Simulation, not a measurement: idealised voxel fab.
Proc. module: voxel self aligned contacts
Pictured: cross-section cut, 175 nm wide, on a grid of 5 nm square cells.
In what follows, cross-sections appear as grids of square cells, described through bands that run from the top down, where every band is one or more rows of cells.
Look at the band entry: it leads with the top's height and the bottom's height in nm. Then it lists the materials left to right, with a width in nm for each. The word "full width" on a single material says that material fills the band edge to edge. The word "empty" is empty space.
We count height from 0. Below that, the starting wafer is all one material. The lowest band never ends at the bottom but goes on down; see "z 0 and below" for how that is written.
A width given as "30..40" starts at the first number in the band's top row and ends at the second number in its bottom row, shifting by an equal amount at every step from row to row.
"no modifications" means the step left every cell of the cross-section as it was.
"Internal closed voids": empty spaces of 8 cells or more with no open way to the top, each given as width x height at distance, distance from the left edge, all in nm.
Where a step's line continues beyond its settings, the continuation is a remark by the simulator itself on that step.
overlay nm: how far to the right of its planned place the mask lay on this masked step (negative: to the left).
The process steps that were planned are listed below
1) RECEIVE: material Si
2) CONFORMAL_DEP: material SiO2, thk nm 5
3) DIRECTIONAL_DEP: material polySi, thk nm 25
4) DIRECTIONAL_DEP: material SiN, thk nm 15
5) DIRECTIONAL_DEP: material aC, thk nm 10
6) PATTERN: tone cover, mask id GATE, material resist, width nm 30, pitch nm 55, thk nm 30, overlay nm 0
7) DIRECTIONAL_ETCH: etch materials aC, depth nm 10
8) STRIP: etch materials resist
9) DIRECTIONAL_ETCH: etch materials SiN, depth nm 15
10) DIRECTIONAL_ETCH: etch materials polySi, depth nm 25
11) STRIP: etch materials aC
12) CONFORMAL_DEP: material SiN, thk nm 5
13) DIRECTIONAL_ETCH: etch materials SiN, depth nm 5
14) FILL_DEP: material SiO2, thk nm 20
15) CMP: height nm 55
16) MASKED_ETCH: tone open, mask id CONTACT, width nm 35, etch materials SiO2, depth nm 55, overlay nm 0
17) CONFORMAL_DEP: material TiN, thk nm 5
18) FILL_DEP: material Ru, thk nm 5
19) CMP: height nm 55
20) CONFORMAL_DEP: material SiCN, thk nm 5
Delivered wafer in cross-section: state after step 1
	z 0 and below  Si full width
	Internal closed voids: none
End-of-module cross-section. Starting structure and process plan as above; one mistake made in running it
	z 60 to 55  SiCN full width
	z 55 to 45  SiO2 70, then TiN 5..15, then Ru 25..5, then TiN 5..15, then SiO2 70
	z 45 to 30  SiO2 40, then SiN 40, then TiN 5, then Ru 5, then TiN 5, then SiN 40, then SiO2 40
	z 30 to 20  SiO2 40, then SiN 5, then polySi 30, then SiN 5, then TiN 5, then Ru 5, then TiN 5, then SiN 5, then polySi 30, then SiN 5, then SiO2 40
	z 20 to 15  SiO2 40, then SiN 5, then polySi 30, then SiN 5, then TiN 15, then SiN 5, then polySi 30, then SiN 5, then SiO2 40
	z 15 to 5  polySi full width
	z 5 to 0  SiO2 full width
	z 0 and below  Si full width
	Internal closed voids: none
Misprocessing identified: step 10 was not run as planned; what actually ran was DIRECTIONAL_ETCH: etch materials polySi, depth nm 15
